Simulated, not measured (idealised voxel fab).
Process module heading - voxel spacer lines
Shown is cross-section cut, with a width of 195 nm and square cells of size 5 nm.
How to read a cross-section here: the picture is a grid of square cells, written as bands going from the top down, and any band can span one or more rows of cells. Quick guide to a band line: top height, bottom height (nm) up front; then every material left to right with its width in nm. Only one material and it's marked "everywhere"? Then it fills the band edge to edge. And "blank" just means empty space. Height is counted from the level 0, under which the received wafer is composed throughout of one material. The lowest of the bands is not closed at the bottom but continues downward, in the notation "0 -> down". Think of "30->40" as a width that walks from the first number to the second as you go down the band, top row to bottom row, taking equal-sized steps from row to row. "all unchanged" means the step left every cell of the cross-section as it was. "Unvented voids": empty spaces of 8 cells or more with no open way to the top, each given as width x height at distance, distance from the left edge, all in nm. Heads up: the bit after the settings on a step's line is the simulator's remark on that step. "overlay nm", when on a step's line for a step with a mask, measures how far to the right of its planned place the mask lay; a negative measure means to the left.
Set out below are the planned steps of the process
1,op RECEIVE | material Si
2,op CONFORMAL_DEP | material SiO2 | thk nm 10
3,op DIRECTIONAL_DEP | material polySi | thk nm 10
4,op DIRECTIONAL_DEP | material aC | thk nm 30
5,op PATTERN | tone cover | mask id MANDREL | material resist | width nm 25 | pitch nm 70 | thk nm 35 | overlay nm 0
6,op DIRECTIONAL_ETCH | etch materials aC | depth nm 30
7,op STRIP | etch materials resist
8,op CONFORMAL_DEP | material SiN | thk nm 10
9,op DIRECTIONAL_ETCH | etch materials SiN | depth nm 10
10,op STRIP | etch materials aC
11,op DIRECTIONAL_ETCH | etch materials polySi | depth nm 5
12,op STRIP | etch materials SiN
For clarity, it should be stated that the wafers under discussion commence in an identical condition and differ with respect to the depth nm of step 11, the plan indicating the value that the first wafer had.
First of several wafers (as received, post step 1), cross-sectional view
> 0 -> down: Si everywhere
> Unvented voids: none
End of module, by wafer: material-by-material cell gain (+) or loss (-) since receipt, then closed voids
depth nm 5 | +78 SiO2 | +51 polySi | Unvented voids: none
depth nm 10 | +78 SiO2 | +24 polySi | Unvented voids: none
depth nm 15 | +78 SiO2 | +24 polySi | Unvented voids: none
depth nm 20 | +78 SiO2 | +24 polySi | Unvented voids: none
depth nm 25 | +78 SiO2 | +24 polySi | Unvented voids: none
